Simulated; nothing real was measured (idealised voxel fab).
process module | voxel trench capacitor
cross-section cut | 225 nm wide | cells 5 nm
A cross-section is a grid of square cells, given in bands from the top down. A band is one or more rows of cells.
Each band's line starts with the height of the band's top and of its bottom, in nm. Then come its materials from left to right, each with its width in nm. One material with "throughout" fills the band from edge to edge. "air" is empty space.
Height 0 is the level under which the wafer as received is all one material. The lowest band goes on downwards, as in "0 down".
A width such as "30 to 40" changes by the same amount from each row of cells to the next, from the band's top row to its bottom row.
"no change" after a step means that no cell of the cross-section changed.
closed voids: empty space of 8 cells or more with no open way to the top, each as width x height at its distance from the left edge, in nm
after a step's settings: what the simulator itself notes on the step
overlay nm, on a step with a mask: how far to the right of its planned place the mask lay; to the left if negative
plan
1 op RECEIVE | material Si
2 op CONFORMAL_DEP | material SiN | thk nm 10
3 op MASKED_ETCH | tone open | mask id TRENCH | width nm 20 | pitch nm 45 | etch materials SiN | depth nm 10 | overlay nm 0
4 op MASKED_ETCH | tone open | mask id TRENCH | width nm 20 | pitch nm 45 | etch materials Si | depth nm 25 | overlay nm 0
5 op CONFORMAL_DEP | material SiO2 | thk nm 5
6 op FILL_DEP | material polySi | thk nm 5
7 op CMP | height nm 10
as received, after step 1
  0 down: Si throughout
  closed voids: none
a wafer at the end: this start, this plan, one mistake
  10 to 0: SiN 55 | SiO2 5 | polySi 10 | SiO2 5 | SiN 25 | SiO2 5 | polySi 10 | SiO2 5 | SiN 25 | SiO2 5 | polySi 10 | SiO2 5 | SiN 60
  0 to -45: Si 55 | SiO2 5 | polySi 10 | SiO2 5 | Si 25 | SiO2 5 | polySi 10 | SiO2 5 | Si 25 | SiO2 5 | polySi 10 | SiO2 5 | Si 60
  -45 to -50: Si 55 | SiO2 20 | Si 25 | SiO2 20 | Si 25 | SiO2 20 | Si 60
  -50 down: Si throughout
  closed voids: none
what went wrong: step 4 was run twice
